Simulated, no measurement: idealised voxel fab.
The following process module bears the name voxel double patterning.
FYI the section here is cut, 195 nm wide, cells are 5 nm squares.
Square cells in a grid make up a cross-section in this document, and the grid is given as bands, listed from the top down, each one or more rows of cells.
Heads up on the band format: heights come first, top then bottom, in nm. After that it's the materials left to right, each with its width in nm. A single material flagged "throughout" fills the whole band edge to edge, and "empty" means there's empty space there.
It should be noted that heights are counted from 0, beneath which the wafer as supplied is of one material throughout, and that the lowest band possesses no lower boundary but continues downward, as written in "0 nm and below".
So if you see something like "30->40" for the width, read it as the top row of the band sitting at the first number and the bottom row at the second, with every row in between moving by the same amount as the last.
You'll sometimes find "nothing altered" written for a step, and that's the way of saying that nowhere in the cross-section did a cell change during that step.
Enclosed voids (no open way to top), threshold 8 cells or more, entry "Cavities, closed", notation width x height at distance, distance from left edge, nm.
Where a step's line continues beyond its settings, the continuation is a remark by the simulator itself on that step.
overlay nm, on a step with a mask: how far to the right of its planned place the mask lay; to the left if negative

## Process steps - plan
1) RECEIVE with material Si
2) CONFORMAL_DEP with material SiO2, thk nm 5
3) DIRECTIONAL_DEP with material polySi, thk nm 20
4) DIRECTIONAL_DEP with material SiN, thk nm 5
5) DIRECTIONAL_DEP with material aC, thk nm 10
6) PATTERN with tone open, mask id FIRST, material resist, width nm 15, pitch nm 50, thk nm 30, overlay nm 0
7) DIRECTIONAL_ETCH with etch materials aC, depth nm 10
8) STRIP with etch materials resist
9) DIRECTIONAL_ETCH with etch materials SiN, depth nm 5
10) STRIP with etch materials aC
11) PATTERN with tone open, mask id SECOND, material resist, width nm 15, thk nm 20, overlay nm 0
12) DIRECTIONAL_ETCH with etch materials SiN, depth nm 5
13) STRIP with etch materials resist
14) DIRECTIONAL_ETCH with etch materials polySi, depth nm 20
15) STRIP with etch materials SiN

## first wafer, as planned

## Step 1 complete: cross-section of the wafer as received
0 nm and below  Si throughout
Cavities, closed: none

## Cross-section of the wafer subsequent to step 2
5 nm to 0 nm  SiO2 throughout
Note: structure below 0 unchanged.

## Cross-section of the wafer subsequent to step 3
25 nm to 5 nm  polySi throughout
Note: structure below 5 unchanged.

## Cross-section of the wafer subsequent to step 4
30 nm to 25 nm  SiN throughout
Note: structure below 25 unchanged.

## Cross-section of the wafer subsequent to step 5
40 nm to 30 nm  aC throughout
Note: structure below 30 unchanged.

## Cross-section of the wafer subsequent to step 6
70 nm to 40 nm  65 resist | 15 empty | 35 resist | 15 empty | 65 resist
Note: structure below 40 unchanged.

## Cross-section of the wafer subsequent to step 7
60 nm to 40 nm  65 resist | 15 empty | 35 resist | 15 empty | 65 resist
40 nm to 30 nm  65 aC | 15 empty | 35 aC | 15 empty | 65 aC
Note: structure below 30 unchanged.

## Cross-section of the wafer subsequent to step 8
40 nm to 30 nm  65 aC | 15 empty | 35 aC | 15 empty | 65 aC
Note: structure below 30 unchanged.

## Cross-section of the wafer subsequent to step 9
40 nm to 30 nm  65 aC | 15 empty | 35 aC | 15 empty | 65 aC
30 nm to 25 nm  65 SiN | 15 empty | 35 SiN | 15 empty | 65 SiN
Note: structure below 25 unchanged.

## Cross-section of the wafer subsequent to step 10
30 nm to 25 nm  65 SiN | 15 empty | 35 SiN | 15 empty | 65 SiN
Note: structure below 25 unchanged.

## Cross-section of the wafer subsequent to step 11
50 nm to 30 nm  90 resist | 15 empty | 90 resist
30 nm to 25 nm  65 SiN | 15 resist | 35 SiN | 15 resist | 65 SiN
Note: structure below 25 unchanged.

## Cross-section of the wafer subsequent to step 12
50 nm to 30 nm  90 resist | 15 empty | 90 resist
30 nm to 25 nm  65 SiN | 15 resist | 10 SiN | 15 empty | 10 SiN | 15 resist | 65 SiN
Note: structure below 25 unchanged.

## Cross-section of the wafer subsequent to step 13
30 nm to 25 nm  65 SiN | 15 empty | 10 SiN | 15 empty | 10 SiN | 15 empty | 65 SiN
Note: structure below 25 unchanged.

## Cross-section of the wafer subsequent to step 14
30 nm to 25 nm  65 SiN | 15 empty | 10 SiN | 15 empty | 10 SiN | 15 empty | 65 SiN
25 nm to 5 nm  65 polySi | 15 empty | 10 polySi | 15 empty | 10 polySi | 15 empty | 65 polySi
Note: structure below 5 unchanged.

## Cross-section of the wafer subsequent to step 15
25 nm to 5 nm  65 polySi | 15 empty | 10 polySi | 15 empty | 10 polySi | 15 empty | 65 polySi
Note: structure below 5 unchanged.

## Regarding the second of the two wafers: it shared the first wafer's starting condition and process plan, yet one error occurred during its execution. Its history coincides with that of the first wafer up to and including step 1

## Cross-section: second wafer, time at which step 2 was scheduled to end
20 nm to 0 nm  polySi throughout
Note: structure below 0 unchanged.

## Cross-section: second wafer, time at which step 3 was scheduled to end
25 nm to 20 nm  SiO2 throughout
Note: structure below 20 unchanged.

## Cross-section: second wafer, time at which step 4 was scheduled to end
30 nm to 25 nm  SiN throughout
Note: structure below 25 unchanged.

## Cross-section: second wafer, time at which step 5 was scheduled to end
40 nm to 30 nm  aC throughout
Note: structure below 30 unchanged.

## Cross-section: second wafer, time at which step 6 was scheduled to end
70 nm to 40 nm  65 resist | 15 empty | 35 resist | 15 empty | 65 resist
Note: structure below 40 unchanged.

## Cross-section: second wafer, time at which step 7 was scheduled to end
60 nm to 40 nm  65 resist | 15 empty | 35 resist | 15 empty | 65 resist
40 nm to 30 nm  65 aC | 15 empty | 35 aC | 15 empty | 65 aC
Note: structure below 30 unchanged.

## Cross-section: second wafer, time at which step 8 was scheduled to end
40 nm to 30 nm  65 aC | 15 empty | 35 aC | 15 empty | 65 aC
Note: structure below 30 unchanged.

## Cross-section: second wafer, time at which step 9 was scheduled to end
40 nm to 30 nm  65 aC | 15 empty | 35 aC | 15 empty | 65 aC
30 nm to 25 nm  65 SiN | 15 empty | 35 SiN | 15 empty | 65 SiN
Note: structure below 25 unchanged.

## Cross-section: second wafer, time at which step 10 was scheduled to end
30 nm to 25 nm  65 SiN | 15 empty | 35 SiN | 15 empty | 65 SiN
Note: structure below 25 unchanged.

## Cross-section: second wafer, time at which step 11 was scheduled to end
50 nm to 30 nm  90 resist | 15 empty | 90 resist
30 nm to 25 nm  65 SiN | 15 resist | 35 SiN | 15 resist | 65 SiN
Note: structure below 25 unchanged.

## Cross-section: second wafer, time at which step 12 was scheduled to end
50 nm to 30 nm  90 resist | 15 empty | 90 resist
30 nm to 25 nm  65 SiN | 15 resist | 10 SiN | 15 empty | 10 SiN | 15 resist | 65 SiN
Note: structure below 25 unchanged.

## Cross-section: second wafer, time at which step 13 was scheduled to end
30 nm to 25 nm  65 SiN | 15 empty | 10 SiN | 15 empty | 10 SiN | 15 empty | 65 SiN
Note: structure below 25 unchanged.

Cross-section: second wafer, time at which step 14 was scheduled to end: nothing altered

## Cross-section: second wafer, time at which step 15 was scheduled to end
25 nm to 20 nm  SiO2 throughout
Note: structure below 20 unchanged.
Against the plan, the run slipped here: steps 2 and 3 run out of order (swapped)
Final wafer comparison in cells, second versus first, more or fewer per material: +36 polySi
